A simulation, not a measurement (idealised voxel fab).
Proc. module: voxel tone inversion
205 nm wide, 5 nm square cells: that's cross-section cut.
Square cells in a grid make up a cross-section in this document, and the grid is given as bands, listed from the top down, each one or more rows of cells. Heights first: top, then bottom, in nm. Then materials, left to right, each with a width in nm. "full width" on a single material: fills the band edge to edge. "blank": empty space. Convention: height 0 is the level below which the wafer, as received, is all one material. The lowest band does not terminate at the bottom but continues downward, represented as "0 -> down". The two numbers in a width such as "30->40" mark its ends across the band: the first belongs to the top row of cells, the second to the bottom row, and from each row to the next the width moves by the same amount. Take "nothing was modified" at face value: in the step it is given for, the cross-section changed in none of its cells. Closed void register: empty space of 8 cells or more with no open way to the top, each as width x height at its distance from the left edge, in nm. Post-settings text on a step line: simulator's own remark regarding the step. overlay nm: step with mask; distance mask lay right of planned place; negative value = left of planned place.

## plan
- 1: RECEIVE with material Si
- 2: CONFORMAL_DEP with material SiCN, thk nm 10
- 3: DIRECTIONAL_DEP with material aC, thk nm 15
- 4: PATTERN with tone cover, mask id POSTS, material resist, width nm 25, pitch nm 45, thk nm 20, overlay nm 0
- 5: DIRECTIONAL_ETCH with etch materials aC, depth nm 15
- 6: STRIP with etch materials resist
- 7: FILL_DEP with material SiO2, thk nm 10
- 8: CMP with height nm 25
- 9: STRIP with etch materials aC

## Cross-sectional view of the wafer in its as-received condition, corresponding to the state after step 1
	0 -> down  Si full width
	Closed void register: none

## The module was run from the start shown above using the plan shown above, but one mistake was made doing it; the resulting wafer cross-section is below
	25 -> 15  SiO2 full width
	15 -> 0  SiO2: 20  aC: 25  SiO2: 20  aC: 25  SiO2: 20  aC: 25  SiO2: 20  aC: 25  SiO2: 25
	0 -> down  Si full width
	Closed void register: none
Against the plan, the run slipped here: step 2 was left out
